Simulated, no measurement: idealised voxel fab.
voxel tone inversion: a process module
The cross-section on display is named cut; it measures 250 nm wide, and its cells are 5 nm squares.
When this document writes out a cross-section, it uses a grid of square cells and lists it as bands, beginning at the top and moving down, with a band standing for one or more rows of cells. This entry defines a band. It first specifies the height of the band's top and the height of its bottom in nm, and then specifies the band's materials from left to right, stating each material with its width in nm. The word "everywhere" identifies a single material that fills the band from edge to edge, while the word "empty" identifies empty space. Height is counted from the level 0, under which the received wafer is composed throughout of one material. The lowest of the bands is not closed at the bottom but continues downward, in the notation "from 0 down". So if you see something like "30->40" for the width, read it as the top row of the band sitting at the first number and the bottom row at the second, with every row in between moving by the same amount as the last. Step marked "everything unchanged"? Then no cell in the cross-section changed in it. You'll see "Unvented cavities" listing empty spaces that have no way open to the top, as long as they're 8 cells or more; the notation is width x height at distance, where the distance is from the left edge, and all of it is in nm. Anything after a step's settings on that line? It's the simulator's own note about the step. overlay nm, on a step with a mask: how far to the right of its planned place the mask lay; to the left if negative.

Set out below are the planned steps of the process:
1) RECEIVE,material Si
2) CONFORMAL_DEP,material SiN,thk nm 5
3) DIRECTIONAL_DEP,material polySi,thk nm 15
4) PATTERN,tone cover,mask id POSTS,material resist,width nm 15,pitch nm 45,thk nm 20,overlay nm 0
5) DIRECTIONAL_ETCH,etch materials polySi,depth nm 15
6) STRIP,etch materials resist
7) FILL_DEP,material SiO2,thk nm 5
8) CMP,height nm 20
9) STRIP,etch materials polySi
10) CONFORMAL_DEP,material TiN,thk nm 5
11) FILL_DEP,material Ru,thk nm 10
12) CMP,height nm 20
13) CONFORMAL_DEP,material SiN,thk nm 5

The first of a set of two wafers, run to plan:

Cross-section, incoming material, after step 1:
> from 0 down: Si everywhere
> Unvented cavities: none

Sectional view: wafer, after step 2:
> from 5 to 0: SiN everywhere
> No changes below 0.

Sectional view: wafer, after step 3:
> from 20 to 5: polySi everywhere
> No changes below 5.

Sectional view: wafer, after step 4:
> from 40 to 20: empty: 50 / resist: 15 / empty: 30 / resist: 15 / empty: 30 / resist: 15 / empty: 30 / resist: 15 / empty: 50
> No changes below 20.

Sectional view: wafer, after step 5:
> from 40 to 20: empty: 50 / resist: 15 / empty: 30 / resist: 15 / empty: 30 / resist: 15 / empty: 30 / resist: 15 / empty: 50
> from 20 to 5: empty: 50 / polySi: 15 / empty: 30 / polySi: 15 / empty: 30 / polySi: 15 / empty: 30 / polySi: 15 / empty: 50
> No changes below 5.

Sectional view: wafer, after step 6:
> from 20 to 5: empty: 50 / polySi: 15 / empty: 30 / polySi: 15 / empty: 30 / polySi: 15 / empty: 30 / polySi: 15 / empty: 50
> No changes below 5.

Sectional view: wafer, after step 7:
> from 25 to 20: SiO2 everywhere
> from 20 to 5: SiO2: 50 / polySi: 15 / SiO2: 30 / polySi: 15 / SiO2: 30 / polySi: 15 / SiO2: 30 / polySi: 15 / SiO2: 50
> No changes below 5.

Sectional view: wafer, after step 8:
> from 20 to 5: SiO2: 50 / polySi: 15 / SiO2: 30 / polySi: 15 / SiO2: 30 / polySi: 15 / SiO2: 30 / polySi: 15 / SiO2: 50
> No changes below 5.

Sectional view: wafer, after step 9:
> from 20 to 5: SiO2: 50 / empty: 15 / SiO2: 30 / empty: 15 / SiO2: 30 / empty: 15 / SiO2: 30 / empty: 15 / SiO2: 50
> No changes below 5.

Sectional view: wafer, after step 10:
> from 25 to 20: TiN: 55 / empty: 5 / TiN: 40 / empty: 5 / TiN: 40 / empty: 5 / TiN: 40 / empty: 5 / TiN: 55
> from 20 to 10: SiO2: 50 / TiN: 5 / empty: 5 / TiN: 5 / SiO2: 30 / TiN: 5 / empty: 5 / TiN: 5 / SiO2: 30 / TiN: 5 / empty: 5 / TiN: 5 / SiO2: 30 / TiN: 5 / empty: 5 / TiN: 5 / SiO2: 50
> from 10 to 5: SiO2: 50 / TiN: 15 / SiO2: 30 / TiN: 15 / SiO2: 30 / TiN: 15 / SiO2: 30 / TiN: 15 / SiO2: 50
> No changes below 5.

Sectional view: wafer, after step 11:
> from 35 to 25: Ru everywhere
> from 25 to 20: TiN: 55 / Ru: 5 / TiN: 40 / Ru: 5 / TiN: 40 / Ru: 5 / TiN: 40 / Ru: 5 / TiN: 55
> from 20 to 10: SiO2: 50 / TiN: 5 / Ru: 5 / TiN: 5 / SiO2: 30 / TiN: 5 / Ru: 5 / TiN: 5 / SiO2: 30 / TiN: 5 / Ru: 5 / TiN: 5 / SiO2: 30 / TiN: 5 / Ru: 5 / TiN: 5 / SiO2: 50
> No changes below 10.

Sectional view: wafer, after step 12:
> from 20 to 10: SiO2: 50 / TiN: 5 / Ru: 5 / TiN: 5 / SiO2: 30 / TiN: 5 / Ru: 5 / TiN: 5 / SiO2: 30 / TiN: 5 / Ru: 5 / TiN: 5 / SiO2: 30 / TiN: 5 / Ru: 5 / TiN: 5 / SiO2: 50
> No changes below 10.

Sectional view: wafer, after step 13:
> from 25 to 20: SiN everywhere
> No changes below 20.

Second wafer, same starting state and plan as the first, one mistake in the run, identical through step 8:

Second wafer, cross-section, planned end of step 9:
> from 20 to 5: SiO2: 50 / empty: 15 / SiO2: 30 / empty: 15 / SiO2: 30 / empty: 15 / SiO2: 30 / empty: 15 / SiO2: 50
> No changes below 5.

Second wafer, cross-section, planned end of step 10:
> from 25 to 20: TiN: 55 / empty: 5 / TiN: 40 / empty: 5 / TiN: 40 / empty: 5 / TiN: 40 / empty: 5 / TiN: 55
> from 20 to 10: SiO2: 50 / TiN: 5 / empty: 5 / TiN: 5 / SiO2: 30 / TiN: 5 / empty: 5 / TiN: 5 / SiO2: 30 / TiN: 5 / empty: 5 / TiN: 5 / SiO2: 30 / TiN: 5 / empty: 5 / TiN: 5 / SiO2: 50
> from 10 to 5: SiO2: 50 / TiN: 15 / SiO2: 30 / TiN: 15 / SiO2: 30 / TiN: 15 / SiO2: 30 / TiN: 15 / SiO2: 50
> No changes below 5.

Second wafer, cross-section, planned end of step 11:
> from 35 to 25: Ru everywhere
> from 25 to 20: TiN: 55 / Ru: 5 / TiN: 40 / Ru: 5 / TiN: 40 / Ru: 5 / TiN: 40 / Ru: 5 / TiN: 55
> from 20 to 10: SiO2: 50 / TiN: 5 / Ru: 5 / TiN: 5 / SiO2: 30 / TiN: 5 / Ru: 5 / TiN: 5 / SiO2: 30 / TiN: 5 / Ru: 5 / TiN: 5 / SiO2: 30 / TiN: 5 / Ru: 5 / TiN: 5 / SiO2: 50
> No changes below 10.

Second wafer, cross-section, planned end of step 12:
> from 20 to 10: SiO2: 50 / TiN: 5 / Ru: 5 / TiN: 5 / SiO2: 30 / TiN: 5 / Ru: 5 / TiN: 5 / SiO2: 30 / TiN: 5 / Ru: 5 / TiN: 5 / SiO2: 30 / TiN: 5 / Ru: 5 / TiN: 5 / SiO2: 50
> No changes below 10.

Second wafer, cross-section, planned end of step 13:
> from 25 to 20: SiN everywhere
> No changes below 20.
Against the plan, the run slipped here: step 9 of the plan was carried out twice
at the end the two cross-sections are the same: no effect in what this model computes
